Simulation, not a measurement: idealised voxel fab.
process module | voxel ribs on slabs
cross-section cut | 265 nm wide | cells 5 nm
A cross-section is a grid of square cells, given in bands from the top down. A band is one or more rows of cells.
Each band's line starts with the height of the band's top and of its bottom, in nm. Then come its materials from left to right, each with its width in nm. One material with "throughout" fills the band from edge to edge. "air" is empty space.
Height 0 is the level under which the wafer as received is all one material. The lowest band goes on downwards, as in "0 down".
A width such as "30 to 40" changes by the same amount from each row of cells to the next, from the band's top row to its bottom row.
"no change" after a step means that no cell of the cross-section changed.
closed voids: empty space of 8 cells or more with no open way to the top, each as width x height at its distance from the left edge, in nm
after a step's settings: what the simulator itself notes on the step
overlay nm, on a step with a mask: how far to the right of its planned place the mask lay; to the left if negative
plan
1 op RECEIVE | material Si
2 op DIRECTIONAL_DEP | material SiO2 | thk nm 30
3 op DIRECTIONAL_DEP | material polySi | thk nm 20
4 op DIRECTIONAL_DEP | material aC | thk nm 15
5 op PATTERN | tone cover | mask id RIB | material resist | width nm 30 | thk nm 35 | overlay nm 0
6 op DIRECTIONAL_ETCH | etch materials aC | depth nm 15
7 op STRIP | etch materials resist
8 op DIRECTIONAL_ETCH | etch materials polySi | depth nm 10
9 op STRIP | etch materials aC
10 op DIRECTIONAL_DEP | material aC | thk nm 10
11 op PATTERN | tone cover | mask id SLAB | material resist | width nm 80 | thk nm 25 | overlay nm 0
12 op DIRECTIONAL_ETCH | etch materials aC | depth nm 10
13 op STRIP | etch materials resist
14 op DIRECTIONAL_ETCH | etch materials polySi | depth nm 10
15 op STRIP | etch materials aC
16 op FILL_DEP | material SiO2 | thk nm 25
17 op CMP | height nm 70
18 op DIRECTIONAL_DEP | material W | thk nm 10
19 op MASKED_ETCH | tone cover | mask id HEATER | width nm 40 | etch materials W | depth nm 10 | overlay nm 0
20 op CONFORMAL_DEP | material SiO2 | thk nm 10
as received, after step 1
  0 down: Si throughout
  closed voids: none
first wafer at the end, as planned
  90 to 80: air 100 | SiO2 60 | air 105
  80 to 70: SiO2 110 | W 40 | SiO2 115
  70 to 50: SiO2 throughout
  50 to 40: SiO2 115 | polySi 30 | SiO2 120
  40 to 30: SiO2 90 | polySi 80 | SiO2 95
  30 to 0: SiO2 throughout
  0 down: Si throughout
  closed voids: none
second wafer at the end: like start, like plan, one mistake
  90 to 80: air 100 | SiO2 60 | air 105
  80 to 70: SiO2 110 | W 40 | SiO2 115
  70 to 20: SiO2 throughout
  20 to 0: polySi throughout
  0 down: Si throughout
  closed voids: none
what went wrong: steps 2 and 3 were swapped
at the end the second wafer has, in cells: 168 fewer of SiO2 | 168 more of polySi
